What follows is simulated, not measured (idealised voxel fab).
The following is a process module called voxel capacitor over wiring.
FYI the section here is cut, 290 nm wide, cells are 5 nm squares.
The cross-sections in this document take the form of a grid made of square cells. They are written out as bands, in order from top to bottom. Each band consists of one or more rows of cells.
For a band, the entry starts with two heights in nm, that of the top and then that of the bottom, and carries on with the band's materials in order from left to right, each alongside its width in nm; the word "full width" beside a single material means it fills the band edge to edge, and "blank" means empty space.
Where do heights start? At 0: under that level the wafer as delivered is made of one material only. And the lowest band has no floor; it just carries on downward, as in "z 0 and below".
Quick explanation for "30->40": the width changes in equal steps down the rows of cells, from the first number in the band's top row to the second number in its bottom row.
Basically "remained unchanged" means that step didn't change any cell in the cross-section.
This entry, "Cavities, closed", enumerates those empty regions of no fewer than 8 cells that possess no open connection to the top. Each region is reported in the form width x height at distance, the distance being taken from the left edge, with all three quantities expressed in nm.
Formally, on a step line, whatever follows the settings is a remark that the simulator itself makes on the step.
Among the settings permitted on a step's line is "overlay nm"; applied to a step with a mask, it specifies the extent to which the mask lay to the right of its planned position, whereas a negative figure signifies a position to the left.
Heads up before you read on: it's before/after pairs around one process step each, after side only down to the lowest band that changed, step plus settings under the pair. Pairs can be from different runs of this module, same starting wafer, so only chain a pair onto the one above if its "Prior to processing" entry says so.

Prior to processing
  z 100 to 90: aC: 110, blank: 15, aC: 165
  z 90 to 80: SiO2 full width
  z 80 to 75: SiO2: 100, Al2O3: 65, SiO2: 125
  z 75 to 65: SiO2: 95, TiN: 75, SiO2: 120
  z 65 to 60: TiN full width
  z 60 to 45: lowk: 100, TiN: 5, Cu: 5, TiN: 5, lowk: 175
  z 45 to 40: SiCN: 100, TiN: 15, SiCN: 175
  z 40 to 15: SiO2: 95, TiN: 5, Cu: 10, TiN: 5, SiO2: 60, TiN: 5, Cu: 10, TiN: 5, SiO2: 95
  z 15 to 10: SiCN: 95, TiN: 20, SiCN: 60, TiN: 20, SiCN: 95
  z 10 to 0: SiO2 full width
  z 0 and below: Si full width
  Cavities, closed: none

Resulting Structure
  z 100 to 90: aC: 110, blank: 15, aC: 165
  z 90 to 80: SiO2: 110, blank: 15, SiO2: 165
  Under the height 80 nothing was changed.
  Cavities, closed: none
Between before and after, shown above: DIRECTIONAL_ETCH: etch materials SiO2, depth nm 10

Prior to processing: cross-section not repeated; it is the one shown after the step in the pair just above.

Resulting Structure
  z 90 to 80: SiO2: 110, blank: 15, SiO2: 165
  Under the height 80 nothing was changed.
  Cavities, closed: none
Between before and after, shown above: STRIP: etch materials aC

Prior to processing: cross-section not repeated; it is the one shown after the step in the pair just above.

Resulting Structure
  z 95 to 90: TiN: 115, blank: 5, TiN: 170
  z 90 to 85: SiO2: 110, TiN: 5, blank: 5, TiN: 5, SiO2: 165
  z 85 to 80: SiO2: 110, TiN: 15, SiO2: 165
  Under the height 80 nothing was changed.
  Cavities, closed: none
Between before and after, shown above: CONFORMAL_DEP: material TiN, thk nm 5

Prior to processing: cross-section not repeated; it is the one shown after the step in the pair just above.

Resulting Structure
  z 100 to 95: Ru full width
  z 95 to 90: TiN: 115, Ru: 5, TiN: 170
  z 90 to 85: SiO2: 110, TiN: 5, Ru: 5, TiN: 5, SiO2: 165
  Under the height 85 nothing was changed.
  Cavities, closed: none
Between before and after, shown above: FILL_DEP: material Ru, thk nm 5

Prior to processing: cross-section not repeated; it is the one shown after the step in the pair just above.

Resulting Structure
  z 90 to 85: SiO2: 110, TiN: 5, Ru: 5, TiN: 5, SiO2: 165
  Under the height 85 nothing was changed.
  Cavities, closed: none
Between before and after, shown above: CMP: height nm 90

Prior to processing: cross-section not repeated; it is the one shown after the step in the pair just above.

Resulting Structure
  z 95 to 90: SiN full width
  Under the height 90 nothing was changed.
  Cavities, closed: none
Between before and after, shown above: CONFORMAL_DEP: material SiN, thk nm 5

Prior to processing
  z 70 to 60: TiN full width
  z 60 to 45: lowk: 100, TiN: 5, Cu: 5, TiN: 5, lowk: 175
  z 45 to 40: SiCN: 100, TiN: 15, SiCN: 175
  z 40 to 15: SiO2: 95, TiN: 5, Cu: 10, TiN: 5, SiO2: 60, TiN: 5, Cu: 10, TiN: 5, SiO2: 95
  z 15 to 10: SiCN: 95, TiN: 20, SiCN: 60, TiN: 20, SiCN: 95
  z 10 to 0: SiO2 full width
  z 0 and below: Si full width
  Cavities, closed: none

Resulting Structure
  z 85 to 70: Al2O3 full width
  Under the height 70 nothing was changed.
  Cavities, closed: none
Between before and after, shown above: DIRECTIONAL_DEP: material Al2O3, thk nm 15

Prior to processing: cross-section not repeated; it is the one shown after the step in the pair just above.

Resulting Structure
  z 90 to 85: TiN full width
  Under the height 85 nothing was changed.
  Cavities, closed: none
Between before and after, shown above: DIRECTIONAL_DEP: material TiN, thk nm 5

Prior to processing: cross-section not repeated; it is the one shown after the step in the pair just above.

Resulting Structure
  z 105 to 90: aC full width
  Under the height 90 nothing was changed.
  Cavities, closed: none
Between before and after, shown above: DIRECTIONAL_DEP: material aC, thk nm 15

Prior to processing: cross-section not repeated; it is the one shown after the step in the pair just above.

Resulting Structure
  z 140 to 105: blank: 100, resist: 65, blank: 125
  Under the height 105 nothing was changed.
  Cavities, closed: none
Between before and after, shown above: PATTERN: tone cover, mask id UPPER_PLATE, material resist, width nm 65, thk nm 35, overlay nm 0

Prior to processing: cross-section not repeated; it is the one shown after the step in the pair just above.

Resulting Structure
  z 125 to 105: blank: 100, resist: 65, blank: 125
  z 105 to 90: blank: 100, aC: 65, blank: 125
  Under the height 90 nothing was changed.
  Cavities, closed: none
Between before and after, shown above: DIRECTIONAL_ETCH: etch materials aC, depth nm 15

Prior to processing: cross-section not repeated; it is the one shown after the step in the pair just above.

Resulting Structure
  z 105 to 90: blank: 100, aC: 65, blank: 125
  Under the height 90 nothing was changed.
  Cavities, closed: none
Between before and after, shown above: STRIP: etch materials resist

Prior to processing: cross-section not repeated; it is the one shown after the step in the pair just above.

Resulting Structure
  z 105 to 90: blank: 100, aC: 65, blank: 125
  z 90 to 85: blank: 100, TiN: 65, blank: 125
  Under the height 85 nothing was changed.
  Cavities, closed: none
Between before and after, shown above: DIRECTIONAL_ETCH: etch materials TiN, depth nm 5

Prior to processing: cross-section not repeated; it is the one shown after the step in the pair just above.

Resulting Structure
  z 105 to 90: blank: 100, aC: 65, blank: 125
  z 90 to 85: blank: 100, TiN: 65, blank: 125
  z 85 to 80: blank: 100, Al2O3: 65, blank: 125
  Under the height 80 nothing was changed.
  Cavities, closed: none
Between before and after, shown above: DIRECTIONAL_ETCH: etch materials Al2O3, depth nm 5

Prior to processing: cross-section not repeated; it is the one shown after the step in the pair just above.

Resulting Structure
  z 90 to 85: blank: 100, TiN: 65, blank: 125
  Under the height 85 nothing was changed.
  Cavities, closed: none
Between before and after, shown above: STRIP: etch materials aC

Prior to processing: cross-section not repeated; it is the one shown after the step in the pair just above.

Resulting Structure
  z 110 to 90: blank: 95, resist: 75, blank: 120
  z 90 to 85: blank: 95, resist: 5, TiN: 65, resist: 5, blank: 120
  z 85 to 80: blank: 95, resist: 5, Al2O3: 65, resist: 5, blank: 120
  Under the height 80 nothing was changed.
  Cavities, closed: none
Between before and after, shown above: PATTERN: tone cover, mask id LOWER_PLATE, material resist, width nm 75, thk nm 20, overlay nm 0

Prior to processing: cross-section not repeated; it is the one shown after the step in the pair just above.

Resulting Structure
  z 90 to 85: blank: 100, TiN: 65, blank: 125
  z 85 to 80: blank: 100, Al2O3: 65, blank: 125
  Under the height 80 nothing was changed.
  Cavities, closed: none
Between before and after, shown above: STRIP: etch materials resist

Prior to processing: cross-section not repeated; it is the one shown after the step in the pair just above.

Resulting Structure
  z 105 to 90: SiO2 full width
  z 90 to 85: SiO2: 100, TiN: 65, SiO2: 125
  z 85 to 80: SiO2: 100, Al2O3: 65, SiO2: 125
  Under the height 80 nothing was changed.
  Cavities, closed: none
Between before and after, shown above: FILL_DEP: material SiO2, thk nm 15

Prior to processing: cross-section not repeated; it is the one shown after the step in the pair just above.

Resulting Structure
  z 90 to 85: SiO2: 100, TiN: 65, SiO2: 125
  Under the height 85 nothing was changed.
  Cavities, closed: none
Between before and after, shown above: CMP: height nm 90

Prior to processing: cross-section not repeated; it is the one shown after the step in the pair just above.

Resulting Structure
  z 100 to 90: aC full width
  Under the height 90 nothing was changed.
  Cavities, closed: none
Between before and after, shown above: DIRECTIONAL_DEP: material aC, thk nm 10

Prior to processing: cross-section not repeated; it is the one shown after the step in the pair just above.

Resulting Structure
  z 125 to 100: resist: 110, blank: 15, resist: 165
  Under the height 100 nothing was changed.
  Cavities, closed: none
Between before and after, shown above: PATTERN: tone open, mask id PLUG_2, material resist, width nm 15, thk nm 25, overlay nm 0

Prior to processing: cross-section not repeated; it is the one shown after the step in the pair just above.

Resulting Structure
  z 115 to 100: resist: 110, blank: 15, resist: 165
  z 100 to 90: aC: 110, blank: 15, aC: 165
  Under the height 90 nothing was changed.
  Cavities, closed: none
Between before and after, shown above: DIRECTIONAL_ETCH: etch materials aC, depth nm 10

Prior to processing: cross-section not repeated; it is the one shown after the step in the pair just above.

Resulting Structure
  z 100 to 90: aC: 110, blank: 15, aC: 165
  Under the height 90 nothing was changed.
  Cavities, closed: none
Between before and after, shown above: STRIP: etch materials resist

Prior to processing: cross-section not repeated; it is the one shown after the step in the pair just above.

Resulting Structure
  z 90 to 85: SiO2: 100, TiN: 65, SiO2: 125
  Under the height 85 nothing was changed.
  Cavities, closed: none
Between before and after, shown above: STRIP: etch materials aC

Prior to processing: cross-section not repeated; it is the one shown after the step in the pair just above.

Resulting Structure
  z 95 to 90: TiN full width
  Under the height 90 nothing was changed.
  Cavities, closed: none
Between before and after, shown above: CONFORMAL_DEP: material TiN, thk nm 5

Prior to processing: cross-section not repeated; it is the one shown after the step in the pair just above.

Resulting Structure
  z 100 to 95: Ru full width
  Under the height 95 nothing was changed.
  Cavities, closed: none
Between before and after, shown above: FILL_DEP: material Ru, thk nm 5

Prior to processing: cross-section not repeated; it is the one shown after the step in the pair just above.

Resulting Structure
  z 90 to 85: SiO2: 100, TiN: 65, SiO2: 125
  Under the height 85 nothing was changed.
  Cavities, closed: none
Between before and after, shown above: CMP: height nm 90

Prior to processing: cross-section not repeated; it is the one shown after the step in the pair just above.

Resulting Structure
  z 95 to 90: SiN full width
  Under the height 90 nothing was changed.
  Cavities, closed: none
Between before and after, shown above: CONFORMAL_DEP: material SiN, thk nm 5

Prior to processing
  z 60 to 45: lowk full width
  z 45 to 40: SiCN full width
  z 40 to 15: SiO2: 95, TiN: 5, Cu: 10, TiN: 5, SiO2: 60, TiN: 5, Cu: 10, TiN: 5, SiO2: 95
  z 15 to 10: SiCN: 95, TiN: 20, SiCN: 60, TiN: 20, SiCN: 95
  z 10 to 0: SiO2 full width
  z 0 and below: Si full width
  Cavities, closed: none

Resulting Structure
  z 60 to 45: lowk: 95, blank: 25, lowk: 170
  Under the height 45 nothing was changed.
  Cavities, closed: none
Between before and after, shown above: MASKED_ETCH: tone open, mask id PLUG_1, width nm 25, etch materials lowk, depth nm 15, overlay nm 0

Prior to processing: cross-section not repeated; it is the one shown after the step in the pair just above.

Resulting Structure
  z 60 to 45: lowk: 95, blank: 25, lowk: 170
  z 45 to 40: SiCN: 100, blank: 15, SiCN: 175
  Under the height 40 nothing was changed.
  Cavities, closed: none
Between before and after, shown above: MASKED_ETCH: tone open, mask id PLUG_1, width nm 15, etch materials SiCN, depth nm 5, overlay nm 0

Prior to processing: cross-section not repeated; it is the one shown after the step in the pair just above.

Resulting Structure
  z 65 to 60: TiN: 100, blank: 15, TiN: 175
  z 60 to 50: lowk: 95, TiN: 5, blank: 15, TiN: 5, lowk: 170
  z 50 to 45: lowk: 95, TiN: 10, blank: 5, TiN: 10, lowk: 170
  z 45 to 40: SiCN: 100, TiN: 15, SiCN: 175
  Under the height 40 nothing was changed.
  Cavities, closed: none
Between before and after, shown above: CONFORMAL_DEP: material TiN, thk nm 5

Prior to processing: cross-section not repeated; it is the one shown after the step in the pair just above.

Resulting Structure
  z 75 to 65: Cu full width
  z 65 to 60: TiN: 100, Cu: 15, TiN: 175
  z 60 to 50: lowk: 95, TiN: 5, Cu: 15, TiN: 5, lowk: 170
  z 50 to 45: lowk: 95, TiN: 10, Cu: 5, TiN: 10, lowk: 170
  Under the height 45 nothing was changed.
  Cavities, closed: none
Between before and after, shown above: FILL_DEP: material Cu, thk nm 10

Prior to processing: cross-section not repeated; it is the one shown after the step in the pair just above.

Resulting Structure
  z 60 to 50: lowk: 95, TiN: 5, Cu: 15, TiN: 5, lowk: 170
  Under the height 50 nothing was changed.
  Cavities, closed: none
Between before and after, shown above: CMP: height nm 60

Prior to processing: cross-section not repeated; it is the one shown after the step in the pair just above.

Resulting Structure
  z 70 to 60: TiN full width
  Under the height 60 nothing was changed.
  Cavities, closed: none
Between before and after, shown above: DIRECTIONAL_DEP: material TiN, thk nm 10

Prior to processing: cross-section not repeated; it is the one shown after the step in the pair just above.

Resulting Structure
  z 75 to 70: Al2O3 full width
  Under the height 70 nothing was changed.
  Cavities, closed: none
Between before and after, shown above: DIRECTIONAL_DEP: material Al2O3, thk nm 5

Prior to processing: cross-section not repeated; it is the one shown after the step in the pair just above.

Resulting Structure
  z 80 to 75: TiN full width
  Under the height 75 nothing was changed.
  Cavities, closed: none
Between before and after, shown above: DIRECTIONAL_DEP: material TiN, thk nm 5

Prior to processing: cross-section not repeated; it is the one shown after the step in the pair just above.

Resulting Structure
  z 95 to 80: aC full width
  Under the height 80 nothing was changed.
  Cavities, closed: none
Between before and after, shown above: DIRECTIONAL_DEP: material aC, thk nm 15

Prior to processing: cross-section not repeated; it is the one shown after the step in the pair just above.

Resulting Structure
  z 130 to 95: blank: 100, resist: 65, blank: 125
  Under the height 95 nothing was changed.
  Cavities, closed: none
Between before and after, shown above: PATTERN: tone cover, mask id UPPER_PLATE, material resist, width nm 65, thk nm 35, overlay nm 0

Prior to processing: cross-section not repeated; it is the one shown after the step in the pair just above.

Resulting Structure
  z 115 to 95: blank: 100, resist: 65, blank: 125
  z 95 to 80: blank: 100, aC: 65, blank: 125
  Under the height 80 nothing was changed.
  Cavities, closed: none
Between before and after, shown above: DIRECTIONAL_ETCH: etch materials aC, depth nm 15

Prior to processing: cross-section not repeated; it is the one shown after the step in the pair just above.

Resulting Structure
  z 95 to 80: blank: 100, aC: 65, blank: 125
  Under the height 80 nothing was changed.
  Cavities, closed: none
Between before and after, shown above: STRIP: etch materials resist

Prior to processing: cross-section not repeated; it is the one shown after the step in the pair just above.

Resulting Structure
  z 95 to 80: blank: 100, aC: 65, blank: 125
  z 80 to 75: blank: 100, TiN: 65, blank: 125
  Under the height 75 nothing was changed.
  Cavities, closed: none
Between before and after, shown above: DIRECTIONAL_ETCH: etch materials TiN, depth nm 5

Prior to processing: cross-section not repeated; it is the one shown after the step in the pair just above.

Resulting Structure
  z 95 to 80: blank: 100, aC: 65, blank: 125
  z 80 to 75: blank: 100, TiN: 65, blank: 125
  z 75 to 70: blank: 100, Al2O3: 65, blank: 125
  Under the height 70 nothing was changed.
  Cavities, closed: none
Between before and after, shown above: DIRECTIONAL_ETCH: etch materials Al2O3, depth nm 5

Prior to processing: cross-section not repeated; it is the one shown after the step in the pair just above.

Resulting Structure
  z 80 to 75: blank: 100, TiN: 65, blank: 125
  Under the height 75 nothing was changed.
  Cavities, closed: none
Between before and after, shown above: STRIP: etch materials aC

Prior to processing: cross-section not repeated; it is the one shown after the step in the pair just above.

Resulting Structure
  z 100 to 80: blank: 95, resist: 75, blank: 120
  z 80 to 75: blank: 95, resist: 5, TiN: 65, resist: 5, blank: 120
  z 75 to 70: blank: 95, resist: 5, Al2O3: 65, resist: 5, blank: 120
  Under the height 70 nothing was changed.
  Cavities, closed: none
Between before and after, shown above: PATTERN: tone cover, mask id LOWER_PLATE, material resist, width nm 75, thk nm 20, overlay nm 0

Prior to processing: cross-section not repeated; it is the one shown after the step in the pair just above.

Resulting Structure
  z 100 to 80: blank: 95, resist: 75, blank: 120
  z 80 to 75: blank: 95, resist: 5, TiN: 65, resist: 5, blank: 120
  z 75 to 70: blank: 95, resist: 5, Al2O3: 65, resist: 5, blank: 120
  z 70 to 60: blank: 95, TiN: 75, blank: 120
  Under the height 60 nothing was changed.
  Cavities, closed: none
Between before and after, shown above: DIRECTIONAL_ETCH: etch materials TiN, depth nm 10

Prior to processing: cross-section not repeated; it is the one shown after the step in the pair just above.

Resulting Structure
  z 80 to 75: blank: 100, TiN: 65, blank: 125
  z 75 to 70: blank: 100, Al2O3: 65, blank: 125
  Under the height 70 nothing was changed.
  Cavities, closed: none
Between before and after, shown above: STRIP: etch materials resist

Prior to processing: cross-section not repeated; it is the one shown after the step in the pair just above.

Resulting Structure
  z 95 to 80: SiO2 full width
  z 80 to 75: SiO2: 100, TiN: 65, SiO2: 125
  z 75 to 70: SiO2: 100, Al2O3: 65, SiO2: 125
  z 70 to 60: SiO2: 95, TiN: 75, SiO2: 120
  Under the height 60 nothing was changed.
  Cavities, closed: none
Between before and after, shown above: FILL_DEP: material SiO2, thk nm 15

Prior to processing: cross-section not repeated; it is the one shown after the step in the pair just above.

Resulting Structure
  z 90 to 80: SiO2 full width
  Under the height 80 nothing was changed.
  Cavities, closed: none
Between before and after, shown above: CMP: height nm 90

Prior to processing: cross-section not repeated; it is the one shown after the step in the pair just above.

Resulting Structure
  z 100 to 90: aC full width
  Under the height 90 nothing was changed.
  Cavities, closed: none
Between before and after, shown above: DIRECTIONAL_DEP: material aC, thk nm 10

Prior to processing: cross-section not repeated; it is the one shown after the step in the pair just above.

Resulting Structure
  z 125 to 100: resist: 110, blank: 15, resist: 165
  Under the height 100 nothing was changed.
  Cavities, closed: none
Between before and after, shown above: PATTERN: tone open, mask id PLUG_2, material resist, width nm 15, thk nm 25, overlay nm 0

Prior to processing: cross-section not repeated; it is the one shown after the step in the pair just above.

Resulting Structure
  z 115 to 100: resist: 110, blank: 15, resist: 165
  z 100 to 90: aC: 110, blank: 15, aC: 165
  Under the height 90 nothing was changed.
  Cavities, closed: none
Between before and after, shown above: DIRECTIONAL_ETCH: etch materials aC, depth nm 10

Prior to processing: cross-section not repeated; it is the one shown after the step in the pair just above.

Resulting Structure
  z 100 to 90: aC: 110, blank: 15, aC: 165
  Under the height 90 nothing was changed.
  Cavities, closed: none
Between before and after, shown above: STRIP: etch materials resist

Prior to processing: cross-section not repeated; it is the one shown after the step in the pair just above.

Resulting Structure
  z 100 to 90: aC: 110, blank: 15, aC: 165
  z 90 to 80: SiO2: 110, blank: 15, SiO2: 165
  Under the height 80 nothing was changed.
  Cavities, closed: none
Between before and after, shown above: DIRECTIONAL_ETCH: etch materials SiO2, depth nm 10

Prior to processing: cross-section not repeated; it is the one shown after the step in the pair just above.

Resulting Structure
  z 90 to 80: SiO2: 110, blank: 15, SiO2: 165
  Under the height 80 nothing was changed.
  Cavities, closed: none
Between before and after, shown above: STRIP: etch materials aC

Prior to processing: cross-section not repeated; it is the one shown after the step in the pair just above.

Resulting Structure
  z 95 to 90: TiN: 115, blank: 5, TiN: 170
  z 90 to 85: SiO2: 110, TiN: 5, blank: 5, TiN: 5, SiO2: 165
  z 85 to 75: SiO2: 110->100, TiN: 15->65, SiO2: 165->125
  Under the height 75 nothing was changed.
  Cavities, closed: none
Between before and after, shown above: CONFORMAL_DEP: material TiN, thk nm 5

Prior to processing: cross-section not repeated; it is the one shown after the step in the pair just above.

Resulting Structure
  z 100 to 95: Ru full width
  z 95 to 90: TiN: 115, Ru: 5, TiN: 170
  z 90 to 85: SiO2: 110, TiN: 5, Ru: 5, TiN: 5, SiO2: 165
  Under the height 85 nothing was changed.
  Cavities, closed: none
Between before and after, shown above: FILL_DEP: material Ru, thk nm 5

Prior to processing: cross-section not repeated; it is the one shown after the step in the pair just above.

Resulting Structure
  z 90 to 85: SiO2: 110, TiN: 5, Ru: 5, TiN: 5, SiO2: 165
  Under the height 85 nothing was changed.
  Cavities, closed: none
Between before and after, shown above: CMP: height nm 90

Prior to processing: cross-section not repeated; it is the one shown after the step in the pair just above.

Resulting Structure
  z 95 to 90: SiN full width
  Under the height 90 nothing was changed.
  Cavities, closed: none
Between before and after, shown above: CONFORMAL_DEP: material SiN, thk nm 5

Prior to processing
  z 80 to 75: blank: 100, TiN: 65, blank: 125
  z 75 to 70: blank: 100, Al2O3: 65, blank: 125
  z 70 to 60: TiN full width
  z 60 to 45: lowk: 100, TiN: 5, Cu: 5, TiN: 5, lowk: 175
  z 45 to 40: SiCN: 100, TiN: 15, SiCN: 175
  z 40 to 15: SiO2: 95, TiN: 5, Cu: 10, TiN: 5, SiO2: 60, TiN: 5, Cu: 10, TiN: 5, SiO2: 95
  z 15 to 10: SiCN: 95, TiN: 20, SiCN: 60, TiN: 20, SiCN: 95
  z 10 to 0: SiO2 full width
  z 0 and below: Si full width
  Cavities, closed: none

Resulting Structure
  z 100 to 80: blank: 105, resist: 75, blank: 110
  z 80 to 75: blank: 100, TiN: 65, resist: 15, blank: 110
  z 75 to 70: blank: 100, Al2O3: 65, resist: 15, blank: 110
  Under the height 70 nothing was changed.
  Cavities, closed: none
Between before and after, shown above: PATTERN: tone cover, mask id LOWER_PLATE, material resist, width nm 75, thk nm 20, overlay nm 10

Prior to processing: cross-section not repeated; it is the one shown after the step in the pair just above.

Resulting Structure
  z 100 to 80: blank: 105, resist: 75, blank: 110
  z 80 to 75: blank: 105, TiN: 60, resist: 15, blank: 110
  z 75 to 70: blank: 100, Al2O3: 65, resist: 15, blank: 110
  z 70 to 60: blank: 100, TiN: 80, blank: 110
  Under the height 60 nothing was changed.
  Cavities, closed: none
Between before and after, shown above: DIRECTIONAL_ETCH: etch materials TiN, depth nm 10

Prior to processing: cross-section not repeated; it is the one shown after the step in the pair just above.

Resulting Structure
  z 80 to 75: blank: 105, TiN: 60, blank: 125
  z 75 to 70: blank: 100, Al2O3: 65, blank: 125
  Under the height 70 nothing was changed.
  Cavities, closed: none
Between before and after, shown above: STRIP: etch materials resist

Prior to processing: cross-section not repeated; it is the one shown after the step in the pair just above.

Resulting Structure
  z 95 to 80: SiO2 full width
  z 80 to 75: SiO2: 105, TiN: 60, SiO2: 125
  z 75 to 70: SiO2: 100, Al2O3: 65, SiO2: 125
  z 70 to 60: SiO2: 100, TiN: 80, SiO2: 110
  Under the height 60 nothing was changed.
  Cavities, closed: none
Between before and after, shown above: FILL_DEP: material SiO2, thk nm 15

Prior to processing: cross-section not repeated; it is the one shown after the step in the pair just above.

Resulting Structure
  z 90 to 80: SiO2 full width
  Under the height 80 nothing was changed.
  Cavities, closed: none
Between before and after, shown above: CMP: height nm 90

Prior to processing: cross-section not repeated; it is the one shown after the step in the pair just above.

Resulting Structure
  z 100 to 90: aC full width
  Under the height 90 nothing was changed.
  Cavities, closed: none
Between before and after, shown above: DIRECTIONAL_DEP: material aC, thk nm 10

Prior to processing: cross-section not repeated; it is the one shown after the step in the pair just above.

Resulting Structure
  z 125 to 100: resist: 110, blank: 15, resist: 165
  Under the height 100 nothing was changed.
  Cavities, closed: none
Between before and after, shown above: PATTERN: tone open, mask id PLUG_2, material resist, width nm 15, thk nm 25, overlay nm 0

Prior to processing: cross-section not repeated; it is the one shown after the step in the pair just above.

Resulting Structure
  z 115 to 100: resist: 110, blank: 15, resist: 165
  z 100 to 90: aC: 110, blank: 15, aC: 165
  Under the height 90 nothing was changed.
  Cavities, closed: none
Between before and after, shown above: DIRECTIONAL_ETCH: etch materials aC, depth nm 10

Prior to processing: cross-section not repeated; it is the one shown after the step in the pair just above.

Resulting Structure
  z 100 to 90: aC: 110, blank: 15, aC: 165
  Under the height 90 nothing was changed.
  Cavities, closed: none
Between before and after, shown above: STRIP: etch materials resist

Prior to processing: cross-section not repeated; it is the one shown after the step in the pair just above.

Resulting Structure
  z 100 to 90: aC: 110, blank: 15, aC: 165
  z 90 to 80: SiO2: 110, blank: 15, SiO2: 165
  Under the height 80 nothing was changed.
  Cavities, closed: none
Between before and after, shown above: DIRECTIONAL_ETCH: etch materials SiO2, depth nm 10

Prior to processing: cross-section not repeated; it is the one shown after the step in the pair just above.

Resulting Structure
  z 90 to 80: SiO2: 110, blank: 15, SiO2: 165
  Under the height 80 nothing was changed.
  Cavities, closed: none
Between before and after, shown above: STRIP: etch materials aC

Prior to processing: cross-section not repeated; it is the one shown after the step in the pair just above.

Resulting Structure
  z 95 to 90: TiN: 115, blank: 5, TiN: 170
  z 90 to 85: SiO2: 110, TiN: 5, blank: 5, TiN: 5, SiO2: 165
  z 85 to 75: SiO2: 110->105, TiN: 15->60, SiO2: 165->125
  Under the height 75 nothing was changed.
  Cavities, closed: none
Between before and after, shown above: CONFORMAL_DEP: material TiN, thk nm 5

Prior to processing: cross-section not repeated; it is the one shown after the step in the pair just above.

Resulting Structure
  z 100 to 95: Ru full width
  z 95 to 90: TiN: 115, Ru: 5, TiN: 170
  z 90 to 85: SiO2: 110, TiN: 5, Ru: 5, TiN: 5, SiO2: 165
  Under the height 85 nothing was changed.
  Cavities, closed: none
Between before and after, shown above: FILL_DEP: material Ru, thk nm 5

Prior to processing: cross-section not repeated; it is the one shown after the step in the pair just above.

Resulting Structure
  z 90 to 85: SiO2: 110, TiN: 5, Ru: 5, TiN: 5, SiO2: 165
  Under the height 85 nothing was changed.
  Cavities, closed: none
Between before and after, shown above: CMP: height nm 90

Prior to processing: cross-section not repeated; it is the one shown after the step in the pair just above.

Resulting Structure
  z 95 to 90: SiN full width
  Under the height 90 nothing was changed.
  Cavities, closed: none
Between before and after, shown above: CONFORMAL_DEP: material SiN, thk nm 5

Prior to processing
  z 15 to 10: SiCN full width
  z 10 to 0: SiO2 full width
  z 0 and below: Si full width
  Cavities, closed: none

Resulting Structure
  z 40 to 15: Ru full width
  Under the height 15 nothing was changed.
  Cavities, closed: none
Between before and after, shown above: DIRECTIONAL_DEP: material Ru, thk nm 25

Prior to processing: cross-section not repeated; it is the one shown after the step in the pair just above.

Resulting Structure
  z 55 to 40: resist: 95, blank: 20, resist: 60, blank: 20, resist: 95
  Under the height 40 nothing was changed.
  Cavities, closed: none
Between before and after, shown above: PATTERN: tone open, mask id METAL_1, material resist, width nm 20, pitch nm 80, thk nm 15, overlay nm 0

Prior to processing: cross-section not repeated; it is the one shown after the step in the pair just above.

Resulting Structure
  z 40 to 15: Ru full width
  Under the height 15 nothing was changed.
  Cavities, closed: none
Between before and after, shown above: STRIP: etch materials resist

Prior to processing: cross-section not repeated; it is the one shown after the step in the pair just above.

Resulting Structure
  z 45 to 40: TiN full width
  Under the height 40 nothing was changed.
  Cavities, closed: none
Between before and after, shown above: CONFORMAL_DEP: material TiN, thk nm 5

Prior to processing: cross-section not repeated; it is the one shown after the step in the pair just above.

Resulting Structure
  z 55 to 45: Cu full width
  Under the height 45 nothing was changed.
  Cavities, closed: none
Between before and after, shown above: FILL_DEP: material Cu, thk nm 10

Prior to processing: cross-section not repeated; it is the one shown after the step in the pair just above.

Resulting Structure
  z 40 to 15: Ru full width
  Under the height 15 nothing was changed.
  Cavities, closed: none
Between before and after, shown above: CMP: height nm 40

Prior to processing: cross-section not repeated; it is the one shown after the step in the pair just above.

Resulting Structure
  z 45 to 40: SiCN full width
  Under the height 40 nothing was changed.
  Cavities, closed: none
Between before and after, shown above: CONFORMAL_DEP: material SiCN, thk nm 5

Prior to processing: cross-section not repeated; it is the one shown after the step in the pair just above.

Resulting Structure
  z 60 to 45: lowk full width
  Under the height 45 nothing was changed.
  Cavities, closed: none
Between before and after, shown above: DIRECTIONAL_DEP: material lowk, thk nm 15

Prior to processing: cross-section not repeated; it is the one shown after the step in the pair just above.

Resulting Structure
  z 60 to 45: lowk: 100, blank: 15, lowk: 175
  Under the height 45 nothing was changed.
  Cavities, closed: none
Between before and after, shown above: MASKED_ETCH: tone open, mask id PLUG_1, width nm 15, etch materials lowk, depth nm 15, overlay nm 0

Prior to processing: cross-section not repeated; it is the one shown after the step in the pair just above.

Resulting Structure
  z 60 to 45: lowk: 100, blank: 15, lowk: 175
  z 45 to 40: SiCN: 100, blank: 15, SiCN: 175
  Under the height 40 nothing was changed.
  Cavities, closed: none
Between before and after, shown above: MASKED_ETCH: tone open, mask id PLUG_1, width nm 15, etch materials SiCN, depth nm 5, overlay nm 0

Prior to processing: cross-section not repeated; it is the one shown after the step in the pair just above.

Resulting Structure
  z 65 to 60: TiN: 105, blank: 5, TiN: 180
  z 60 to 45: lowk: 100, TiN: 5, blank: 5, TiN: 5, lowk: 175
  z 45 to 40: SiCN: 100, TiN: 15, SiCN: 175
  Under the height 40 nothing was changed.
  Cavities, closed: none
Between before and after, shown above: CONFORMAL_DEP: material TiN, thk nm 5

Prior to processing: cross-section not repeated; it is the one shown after the step in the pair just above.

Resulting Structure
  z 75 to 65: Cu full width
  z 65 to 60: TiN: 105, Cu: 5, TiN: 180
  z 60 to 45: lowk: 100, TiN: 5, Cu: 5, TiN: 5, lowk: 175
  Under the height 45 nothing was changed.
  Cavities, closed: none
Between before and after, shown above: FILL_DEP: material Cu, thk nm 10

Prior to processing: cross-section not repeated; it is the one shown after the step in the pair just above.

Resulting Structure
  z 60 to 45: lowk: 100, TiN: 5, Cu: 5, TiN: 5, lowk: 175
  Under the height 45 nothing was changed.
  Cavities, closed: none
Between before and after, shown above: CMP: height nm 60

Prior to processing: cross-section not repeated; it is the one shown after the step in the pair just above.

Resulting Structure
  z 70 to 60: TiN full width
  Under the height 60 nothing was changed.
  Cavities, closed: none
Between before and after, shown above: DIRECTIONAL_DEP: material TiN, thk nm 10

Prior to processing: cross-section not repeated; it is the one shown after the step in the pair just above.

Resulting Structure
  z 75 to 70: Al2O3 full width
  Under the height 70 nothing was changed.
  Cavities, closed: none
Between before and after, shown above: DIRECTIONAL_DEP: material Al2O3, thk nm 5

Prior to processing: cross-section not repeated; it is the one shown after the step in the pair just above.

Resulting Structure
  z 80 to 75: TiN full width
  Under the height 75 nothing was changed.
  Cavities, closed: none
Between before and after, shown above: DIRECTIONAL_DEP: material TiN, thk nm 5
